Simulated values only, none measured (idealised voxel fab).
Process module in this document: voxel trench capacitor
Shown is cross-section cut, with a width of 240 nm and square cells of size 5 nm.
Bands, listed from the top down, are how a cross-section gets written in this document; the cross-section itself is a grid of square cells, and a band is one or more rows of them. Heads up on the band format: heights come first, top then bottom, in nm. After that it's the materials left to right, each with its width in nm. A single material flagged "throughout" fills the whole band edge to edge, and "empty" means there's empty space there. Heads up on the height convention: 0 is the point under which the incoming wafer is all one material, and the lowest band has no bottom, it just keeps going down, like "0 nm and below". Per-row width for "30->40": begins at first number (top row of band), ends at second number (bottom row), increment between rows held constant. Reading "left unchanged" for a step: not a cell of the cross-section changed in it. What "Enclosed void list" gives you is every empty space of 8 cells or more that is cut off from the top. Each appears as width x height at distance, with the distance taken from the left edge and width, height and distance all in nm. Note: text after step settings on the step line = simulator remark on that step. Each step line may optionally specify "overlay nm", which for a step with a mask gives the rightward distance between the mask's planned place and where it lay, a negative value indicating the leftward direction.
Here's what the planned process steps look like
1: RECEIVE,material Si
2: CONFORMAL_DEP,material SiN,thk nm 10
3: MASKED_ETCH,tone open,mask id TRENCH,width nm 30,pitch nm 60,etch materials SiN,depth nm 10,overlay nm 0
4: MASKED_ETCH,tone open,mask id TRENCH,width nm 30,pitch nm 60,etch materials Si,depth nm 30,overlay nm 0
5: CONFORMAL_DEP,material Al2O3,thk nm 5
6: CONFORMAL_DEP,material TiN,thk nm 5
7: FILL_DEP,material W,thk nm 10
8: CMP,height nm 10
Cross-section of the wafer as it came to us, i.e., already through step 1
* 0 nm and below: Si throughout
* Enclosed void list: none
Final wafer profile in cross-section after the module, from the same start and plan as above, with one mistake made during processing
* 10 nm to 0 nm: 45 nm SiN, 5->15 nm Al2O3, 20->10 nm TiN, 5 nm Al2O3, 30 nm SiN, 5->15 nm Al2O3, 20->10 nm TiN, 5 nm Al2O3, 30 nm SiN, 5->15 nm Al2O3, 20->10 nm TiN, 5 nm Al2O3, 45 nm SiN
* 0 nm to -25 nm: 55 nm Si, 5 nm Al2O3, 10 nm TiN, 5 nm Al2O3, 40 nm Si, 5 nm Al2O3, 10 nm TiN, 5 nm Al2O3, 40 nm Si, 5 nm Al2O3, 10 nm TiN, 5 nm Al2O3, 45 nm Si
* -25 nm to -30 nm: 55 nm Si, 20 nm Al2O3, 40 nm Si, 20 nm Al2O3, 40 nm Si, 20 nm Al2O3, 45 nm Si
* -30 nm and below: Si throughout
* Enclosed void list: none
What broke from the plan during processing? note that step 4 departed from the planned setting and was carried out as MASKED_ETCH,tone open,mask id TRENCH,width nm 30,pitch nm 60,etch materials Si,depth nm 30,overlay nm 10
